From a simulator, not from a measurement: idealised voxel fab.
This section sets out a process module, namely voxel transistor to metal.
It is cross-section cut that appears here, measuring 140 nm in width, its square cells being 5 nm in size.
Think of the cross-section as a grid of square cells. We describe it in bands, top to bottom, and each band covers one or more rows of those cells. Heads up on the band format: heights come first, top then bottom, in nm. After that it's the materials left to right, each with its width in nm. A single material flagged "edge to edge" fills the whole band edge to edge, and "empty" means there's empty space there. Measure heights from 0. That's the level where, below it, the as-received wafer is all one material. The lowest band is bottomless and extends downward; write it as in "0 -> down". Width spec "30..40" -> top row of cells at first value, bottom row at second value, equal per-row change in between. "nothing got changed" (step): cross-section cells unchanged, all of them. "Closed cavity list" specifies each empty space that is not open to the top and that occupies no fewer than 8 cells, using the form width x height at distance, the distance measured from the left edge and all three quantities in nm. Read whatever lies past the settings on a step's line as the simulator's own remark about the step. overlay nm: right-of-plan distance of the mask on a masked step; negative values mean left-of-plan.
## Planned process steps
| 1 | RECEIVE (material Si) |
| 2 | OXIDIZE (depth nm 5) |
| 3 | CONFORMAL_DEP (material SiN; thk nm 15) |
| 4 | PATTERN (tone cover; mask id ACTIVE; material resist; width nm 100; thk nm 15; overlay nm 0) |
| 5 | DIRECTIONAL_ETCH (etch materials SiN; depth nm 15) |
| 6 | DIRECTIONAL_ETCH (etch materials SiO2; depth nm 5) |
| 7 | DIRECTIONAL_ETCH (etch materials Si; depth nm 30) |
| 8 | STRIP (etch materials resist) |
| 9 | OXIDIZE (depth nm 5) |
| 10 | FILL_DEP (material SiO2; thk nm 10) |
| 11 | CMP (height nm 15) |
| 12 | SELECTIVE_ETCH (etch materials SiO2; depth nm 5) |
| 13 | STRIP (etch materials SiN) |
| 14 | SELECTIVE_ETCH (etch materials SiO2; depth nm 5) |
| 15 | OXIDIZE (depth nm 5) |
| 16 | DIRECTIONAL_DEP (material polySi; thk nm 20) |
| 17 | DIRECTIONAL_DEP (material SiCN; thk nm 15) |
| 18 | DIRECTIONAL_DEP (material aC; thk nm 15) |
| 19 | PATTERN (tone cover; mask id GATE; material resist; width nm 20; thk nm 35; overlay nm -15) |
| 20 | DIRECTIONAL_ETCH (etch materials aC; depth nm 15) |
| 21 | STRIP (etch materials resist) |
| 22 | DIRECTIONAL_ETCH (etch materials SiCN; depth nm 25) |
| 23 | DIRECTIONAL_ETCH (etch materials polySi; depth nm 30) |
| 24 | STRIP (etch materials aC) |
| 25 | CONFORMAL_DEP (material SiN; thk nm 10) |
| 26 | DIRECTIONAL_ETCH (etch materials SiN; depth nm 10) |
| 27 | DIRECTIONAL_ETCH (etch materials SiO2; depth nm 5) |
| 28 | DIRECTIONAL_ETCH (etch materials Si; depth nm 15) |
| 29 | EPI (material nSi; thk nm 15) |
| 30 | FILL_DEP (material SiO2; thk nm 10) |
| 31 | CMP (height nm 30) |
| 32 | DIRECTIONAL_DEP (material SiO2; thk nm 10) |
| 33 | DIRECTIONAL_DEP (material aC; thk nm 15) |
| 34 | PATTERN (tone open; mask id CONTACT; material resist; width nm 25; pitch nm 55; thk nm 35; overlay nm 0) |
| 35 | DIRECTIONAL_ETCH (etch materials aC; depth nm 15) |
| 36 | STRIP (etch materials resist) |
| 37 | DIRECTIONAL_ETCH (etch materials SiO2; depth nm 50) |
| 38 | STRIP (etch materials aC) |
| 39 | CONFORMAL_DEP (material TiN; thk nm 5) |
| 40 | FILL_DEP (material W; thk nm 10) |
| 41 | CMP (height nm 40) |
| 42 | CONFORMAL_DEP (material SiN; thk nm 5) |
| 43 | DIRECTIONAL_DEP (material SiO2; thk nm 25) |
| 44 | MASKED_ETCH (tone open; mask id METAL_1; width nm 15; pitch nm 65; etch materials SiO2; depth nm 25; overlay nm 0) |
| 45 | MASKED_ETCH (tone open; mask id METAL_1; width nm 15; pitch nm 65; etch materials SiN; depth nm 5; overlay nm 0) |
| 46 | CONFORMAL_DEP (material TiN; thk nm 5) |
| 47 | FILL_DEP (material Ru; thk nm 10) |
| 48 | CMP (height nm 70) |
| 49 | CONFORMAL_DEP (material SiCN; thk nm 5) |
| 50 | DIRECTIONAL_DEP (material lowk; thk nm 25) |
| 51 | PATTERN (tone open; mask id METAL_2; material resist; width nm 15; pitch nm 65; thk nm 15; overlay nm 0) |
| 52 | DIRECTIONAL_ETCH (etch materials lowk; depth nm 15) |
| 53 | STRIP (etch materials resist) |
| 54 | PATTERN (tone open; mask id METAL_2_HOLES; material resist; width nm 15; pitch nm 65; thk nm 20; overlay nm 0) |
| 55 | DIRECTIONAL_ETCH (etch materials lowk; depth nm 10) |
| 56 | DIRECTIONAL_ETCH (etch materials SiCN; depth nm 5) |
| 57 | STRIP (etch materials resist) |
| 58 | CONFORMAL_DEP (material TiN; thk nm 5) |
| 59 | FILL_DEP (material Cu; thk nm 10) |
| 60 | CMP (height nm 100) |
| 61 | CONFORMAL_DEP (material SiN; thk nm 5) |
Don't read the plan's overlay nm for step 19 as applying to every wafer: that's the first wafer's value, and the wafers differ in it, though they all start identical.
## After step 1, as received: first of several wafers, cross-section
    0 -> down  Si edge to edge
    Closed cavity list: none
## First of several wafers in cross-section at module end, following the final step, step 61
    105 -> 100  SiN edge to edge
    100 -> 75  lowk 30 nm / TiN 5 nm / Cu 5 nm / TiN 5 nm / lowk 50 nm / TiN 5 nm / Cu 5 nm / TiN 5 nm / lowk 30 nm
    75 -> 70  SiCN 30 nm / TiN 15 nm / SiCN 50 nm / TiN 15 nm / SiCN 30 nm
    70 -> 45  SiO2 30 nm / TiN 5 nm / Ru 5 nm / TiN 5 nm / SiO2 50 nm / TiN 5 nm / Ru 5 nm / TiN 5 nm / SiO2 30 nm
    45 -> 40  SiN 30 nm / TiN 15 nm / SiN 50 nm / TiN 15 nm / SiN 30 nm
    40 -> 35  SiO2 30 nm / TiN 5 nm / W 15 nm / TiN 5 nm / SiO2 30 nm / TiN 5 nm / W 15 nm / TiN 5 nm / SiO2 30 nm
    35 -> 30  SiO2 30 nm / TiN 25 nm / SiO2 30 nm / TiN 5 nm / W 15 nm / TiN 5 nm / SiO2 30 nm
    30 -> 15  SiO2 30 nm / TiN 5 nm / SiN 10 nm / SiCN 20 nm / SiN 10 nm / SiO2 10 nm / TiN 5 nm / W 15 nm / TiN 5 nm / SiO2 30 nm
    15 -> 5  SiO2 30 nm / TiN 5 nm / SiN 10 nm / polySi 20 nm / SiN 10 nm / SiO2 10 nm / TiN 5..10 nm / W 15..10 nm / TiN 5 nm / SiO2 30 nm
    5 -> -5  SiO2 15 nm / SiN 10 nm / nSi 10 nm / SiN 10 nm / polySi 20 nm / SiN 10 nm / nSi 15 nm / TiN 5 nm / W 10 nm / TiN 5 nm / SiO2 5 nm / SiN 10 nm / SiO2 15 nm
    -5 -> -10  SiO2 25 nm / nSi 10 nm / SiO2 40 nm / nSi 15 nm / TiN 20 nm / SiO2 30 nm
    -10 -> -25  SiO2 25 nm / nSi 10 nm / Si 40 nm / nSi 40 nm / SiO2 25 nm
    -25 -> -40  SiO2 25 nm / Si 90 nm / SiO2 25 nm
    -40 -> down  Si edge to edge
    Closed cavity list: none
## Last-wafer cross-section at the end of the module
    105 -> 100  SiN edge to edge
    100 -> 75  lowk 30 nm / TiN 5 nm / Cu 5 nm / TiN 5 nm / lowk 50 nm / TiN 5 nm / Cu 5 nm / TiN 5 nm / lowk 30 nm
    75 -> 70  SiCN 30 nm / TiN 15 nm / SiCN 50 nm / TiN 15 nm / SiCN 30 nm
    70 -> 45  SiO2 30 nm / TiN 5 nm / Ru 5 nm / TiN 5 nm / SiO2 50 nm / TiN 5 nm / Ru 5 nm / TiN 5 nm / SiO2 30 nm
    45 -> 40  SiN 30 nm / TiN 15 nm / SiN 50 nm / TiN 15 nm / SiN 30 nm
    40 -> 35  SiO2 30 nm / TiN 5 nm / W 15 nm / TiN 5 nm / SiO2 30 nm / TiN 5 nm / W 15 nm / TiN 5 nm / SiO2 30 nm
    35 -> 30  SiO2 30 nm / TiN 5 nm / W 15 nm / TiN 5 nm / SiO2 30 nm / TiN 25 nm / SiO2 30 nm
    30 -> 15  SiO2 30 nm / TiN 5 nm / W 15 nm / TiN 5 nm / SiO2 10 nm / SiN 10 nm / SiCN 20 nm / SiN 10 nm / TiN 5 nm / SiO2 30 nm
    15 -> 5  SiO2 30 nm / TiN 5 nm / W 15..10 nm / TiN 5..10 nm / SiO2 10 nm / SiN 10 nm / polySi 20 nm / SiN 10 nm / TiN 5 nm / SiO2 30 nm
    5 -> -5  SiO2 15 nm / SiN 10 nm / SiO2 5 nm / TiN 5 nm / W 10 nm / TiN 5 nm / nSi 15 nm / SiN 10 nm / polySi 20 nm / SiN 10 nm / nSi 10 nm / SiN 10 nm / SiO2 15 nm
    -5 -> -10  SiO2 30 nm / TiN 20 nm / nSi 15 nm / SiO2 40 nm / nSi 10 nm / SiO2 25 nm
    -10 -> -25  SiO2 25 nm / nSi 40 nm / Si 40 nm / nSi 10 nm / SiO2 25 nm
    -25 -> -40  SiO2 25 nm / Si 90 nm / SiO2 25 nm
    -40 -> down  Si edge to edge
    Closed cavity list: none
## Note: the following table is arranged by wafer, a row apiece. Each row reports the end-of-module state: per material, cells gained (+) or cells lost (-) compared with the wafer as received; closed voids follow
overlay nm -15; +10 Cu; +10 Ru; -146 Si; +34 SiCN; +86 SiN; +309 SiO2; +87 TiN; +27 W; +110 lowk; +45 nSi; +16 polySi; Closed cavity list: none
overlay nm -10; +10 Cu; +10 Ru; -146 Si; +34 SiCN; +86 SiN; +304 SiO2; +92 TiN; +24 W; +110 lowk; +48 nSi; +16 polySi; Closed cavity list: none
overlay nm -5; +10 Cu; +10 Ru; -146 Si; +34 SiCN; +86 SiN; +302 SiO2; +92 TiN; +26 W; +110 lowk; +48 nSi; +16 polySi; Closed cavity list: none
overlay nm 0; +10 Cu; +10 Ru; -146 Si; +34 SiCN; +86 SiN; +302 SiO2; +92 TiN; +26 W; +110 lowk; +48 nSi; +16 polySi; Closed cavity list: none
overlay nm 5; +10 Cu; +10 Ru; -146 Si; +34 SiCN; +86 SiN; +302 SiO2; +92 TiN; +26 W; +110 lowk; +48 nSi; +16 polySi; Closed cavity list: none
overlay nm 10; +10 Cu; +10 Ru; -146 Si; +34 SiCN; +86 SiN; +304 SiO2; +92 TiN; +24 W; +110 lowk; +48 nSi; +16 polySi; Closed cavity list: none
overlay nm 15; +10 Cu; +10 Ru; -146 Si; +34 SiCN; +86 SiN; +309 SiO2; +87 TiN; +27 W; +110 lowk; +45 nSi; +16 polySi; Closed cavity list: none
